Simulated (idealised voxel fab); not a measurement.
The following is a process module called voxel released beams.
It is cross-section cut that appears here, measuring 230 nm in width, its square cells being 5 nm in size.
How to read a cross-section here: the picture is a grid of square cells, written as bands going from the top down, and any band can span one or more rows of cells. Per band: top height and bottom height in nm, followed by the left-to-right materials and their widths in nm; "edge to edge" marks a single material spanning edge to edge, "empty" marks empty space. We count height from 0. Below that, the starting wafer is all one material. The lowest band never ends at the bottom but goes on down; see "z 0 and below" for how that is written. When a width is written as two numbers, as in "30..40", the first number is the width in the top row of cells of the band and the second is the width in its bottom row, and the width changes by the same amount from each row to the next. No cell of the cross-section changed in a step that is given as "same as before". "Fully closed voids" contains a list of empty spaces, each no smaller than 8 cells and without an open way to the top, written in the form width x height at distance with the distance from the left edge and all three in nm. Whatever follows a step's settings on its line is a remark the simulator itself makes about that step. overlay nm: where the mask lay relative to plan, measured to the right, on steps with a mask; negatives go left.
Planned step list for the process:
1) RECEIVE (material Si)
2) CONFORMAL_DEP (material SiN; thk nm 5)
3) DIRECTIONAL_DEP (material SiO2; thk nm 10)
4) DIRECTIONAL_DEP (material aC; thk nm 10)
5) PATTERN (tone open; mask id ANCHOR; material resist; width nm 45; thk nm 30; overlay nm -15)
6) DIRECTIONAL_ETCH (etch materials aC; depth nm 10)
7) STRIP (etch materials resist)
8) DIRECTIONAL_ETCH (etch materials SiO2; depth nm 10)
9) STRIP (etch materials aC)
10) CONFORMAL_DEP (material TiN; thk nm 15)
11) PATTERN (tone cover; mask id BEAM; material resist; width nm 120; thk nm 15; overlay nm 0)
12) DIRECTIONAL_ETCH (etch materials TiN; depth nm 15)
13) STRIP (etch materials resist)
14) STRIP (etch materials SiO2)
Among the wafers covered here, the point of difference is the overlay nm at step 5; their starting state is shared, and the plan presents the value of the first wafer.
So this is the first of several wafers, cross-sectioned as it came to us, meaning it's at the end of step 1:
z 0 and below  Si edge to edge
Fully closed voids: none
End of module: cross-section of the first of several wafers after step 14, the last step:
z 30 to 20  empty 50; TiN 5; empty 15; TiN 100; empty 60
z 20 to 15  empty 50; TiN 120; empty 60
z 15 to 5  empty 40; TiN 45; empty 145
z 5 to 0  SiN edge to edge
z 0 and below  Si edge to edge
Fully closed voids: none
Wafer cross-section (last wafer, module end):
z 30 to 20  empty 50; TiN 35; empty 15; TiN 70; empty 60
z 20 to 15  empty 50; TiN 120; empty 60
z 15 to 5  empty 70; TiN 45; empty 115
z 5 to 0  SiN edge to edge
z 0 and below  Si edge to edge
Fully closed voids: none
So in this table every wafer gets its own row, and what you see is where it stands at the end of the module: for each material, how many cells it picked up (+) or gave up (-) since we received it, and after that its closed voids:
overlay nm -15, +46 SiN, +84 TiN, Fully closed voids: none
overlay nm -10, +46 SiN, +84 TiN, Fully closed voids: none
overlay nm -5, +46 SiN, +84 TiN, Fully closed voids: none
overlay nm 0, +46 SiN, +84 TiN, Fully closed voids: none
overlay nm 5, +46 SiN, +84 TiN, Fully closed voids: none
overlay nm 10, +46 SiN, +84 TiN, Fully closed voids: none
overlay nm 15, +46 SiN, +84 TiN, Fully closed voids: none
